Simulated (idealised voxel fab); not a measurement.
The process module that follows is named voxel gate over fins.
Shown is cross-section cut, with a width of 200 nm and square cells of size 5 nm.
For the purposes of this document, a cross-section shall be understood as a grid of square cells, specified as bands listed in top-to-bottom order, each band consisting of one or more rows of cells.
Band entry format. Leading values: height of top, height of bottom, nm. Remainder: materials in left-to-right order, each with its width in nm. Special words: "edge to edge" on a single material, which then fills the band edge to edge; "air", empty space.
Where do heights start? At 0: under that level the wafer as delivered is made of one material only. And the lowest band has no floor; it just carries on downward, as in "0 down".
Top row gets the first number, bottom row gets the second, and each row in between changes by the same step: that is how a band width like "30 to 40" works.
It should be understood that the words "everything unchanged", when stated for a given step, signify that the cross-section underwent no change in any of its cells during that step.
Empty spaces counting at least 8 cells and having no open way to the top are listed in "Cavities, sealed". The notation width x height at distance is used for each, the distance being from the left edge and all three values in nm.
The remark found on a step's line after its settings is issued by the simulator itself and pertains to that step.
"overlay nm" denotes, for a step that has a mask, the displacement of the mask to the right of its planned place, with negative values corresponding to the left.

Planned process steps:
1) RECEIVE | material Si
2) CONFORMAL_DEP | material SiN | thk nm 10
3) DIRECTIONAL_DEP | material aC | thk nm 15
4) PATTERN | tone cover | mask id FINS | material resist | width nm 15 | pitch nm 40 | thk nm 35 | overlay nm 0
5) DIRECTIONAL_ETCH | etch materials aC | depth nm 15
6) STRIP | etch materials resist
7) DIRECTIONAL_ETCH | etch materials SiN | depth nm 10
8) DIRECTIONAL_ETCH | etch materials Si | depth nm 35
9) STRIP | etch materials aC
10) OXIDIZE | depth nm 5
11) FILL_DEP | material SiO2 | thk nm 15
12) CMP | height nm 10
13) SELECTIVE_ETCH | etch materials SiO2 | depth nm 25
14) STRIP | etch materials SiN
15) CONFORMAL_DEP | material HfO2 | thk nm 5
16) CONFORMAL_DEP | material TiN | thk nm 5
17) CONFORMAL_DEP | material TiAl | thk nm 5
18) CONFORMAL_DEP | material TiN | thk nm 5
19) FILL_DEP | material W | thk nm 10
20) CMP | height nm 25
21) CONFORMAL_DEP | material SiCN | thk nm 5

This is the cross-section of the wafer as we received it, i.e. after step 1:
> 0 down = Si edge to edge
> Cavities, sealed: none

Looking at the first of two wafers in cross-section at end of module - ran to plan:
> 30 to 25 = SiCN edge to edge
> 25 to 20 = W edge to edge
> 20 to 15 = W: 35  TiN: 125  W: 40
> 15 to 10 = W: 35  TiN: 5  TiAl: 35  TiN: 5  TiAl: 35  TiN: 5  TiAl: 35  TiN: 5  W: 40
> 10 to 5 = W: 35  TiN: 5  TiAl: 5  TiN: 25  TiAl: 5  TiN: 5  TiAl: 5  TiN: 25  TiAl: 5  TiN: 5  TiAl: 5  TiN: 25  TiAl: 5  TiN: 5  W: 40
> 5 to 0 = TiN: 40  TiAl: 5  TiN: 5  HfO2: 15  TiN: 5  TiAl: 5  TiN: 5  TiAl: 5  TiN: 5  HfO2: 15  TiN: 5  TiAl: 5  TiN: 5  TiAl: 5  TiN: 5  HfO2: 15  TiN: 5  TiAl: 5  TiN: 45
> 0 to -5 = TiAl: 45  TiN: 5  HfO2: 5  Si: 5  HfO2: 5  TiN: 5  TiAl: 15  TiN: 5  HfO2: 5  Si: 5  HfO2: 5  TiN: 5  TiAl: 15  TiN: 5  HfO2: 5  Si: 5  HfO2: 5  TiN: 5  TiAl: 50
> -5 to -10 = TiN: 50  HfO2: 5  Si: 5  HfO2: 5  TiN: 25  HfO2: 5  Si: 5  HfO2: 5  TiN: 25  HfO2: 5  Si: 5  HfO2: 5  TiN: 55
> -10 to -15 = HfO2: 55  Si: 5  HfO2: 35  Si: 5  HfO2: 35  Si: 5  HfO2: 60
> -15 to -40 = SiO2: 55  Si: 5  SiO2: 35  Si: 5  SiO2: 35  Si: 5  SiO2: 60
> -40 down = Si edge to edge
> Cavities, sealed: none

Presented here is a cross-section of the second of the two wafers as it stood at the end of the module. It was started in the same manner and assigned the same plan as the first wafer; however, one mistake was made in its execution:
> 30 to 25 = SiCN edge to edge
> 25 to 20 = W edge to edge
> 20 to 15 = TiN edge to edge
> 15 to 10 = TiAl edge to edge
> 10 to 5 = TiN: 55  TiAl: 5  TiN: 35  TiAl: 5  TiN: 35  TiAl: 5  TiN: 60
> 5 to 0 = HfO2: 50  TiN: 5  TiAl: 5  TiN: 5  HfO2: 25  TiN: 5  TiAl: 5  TiN: 5  HfO2: 25  TiN: 5  TiAl: 5  TiN: 5  HfO2: 55
> 0 to -5 = Si: 45  HfO2: 5  TiN: 5  TiAl: 5  TiN: 5  HfO2: 5  Si: 15  HfO2: 5  TiN: 5  TiAl: 5  TiN: 5  HfO2: 5  Si: 15  HfO2: 5  TiN: 5  TiAl: 5  TiN: 5  HfO2: 5  Si: 50
> -5 to -10 = Si: 45  HfO2: 5  TiN: 15  HfO2: 5  Si: 15  HfO2: 5  TiN: 15  HfO2: 5  Si: 15  HfO2: 5  TiN: 15  HfO2: 5  Si: 50
> -10 to -15 = Si: 45  HfO2: 25  Si: 15  HfO2: 25  Si: 15  HfO2: 25  Si: 50
> -15 to -40 = Si: 45  SiO2: 25  Si: 15  SiO2: 25  Si: 15  SiO2: 25  Si: 50
> -40 down = Si edge to edge
> Cavities, sealed: none
Misprocessing identified: step 4, actual vs plan mismatch, actual run PATTERN | tone open | mask id FINS | material resist | width nm 15 | pitch nm 40 | thk nm 35 | overlay nm 0
Final wafer comparison in cells, second versus first, more or fewer per material: Si: 176 more, SiO2: 110 fewer, TiAl: 9 fewer, TiN: 12 fewer, W: 45 fewer
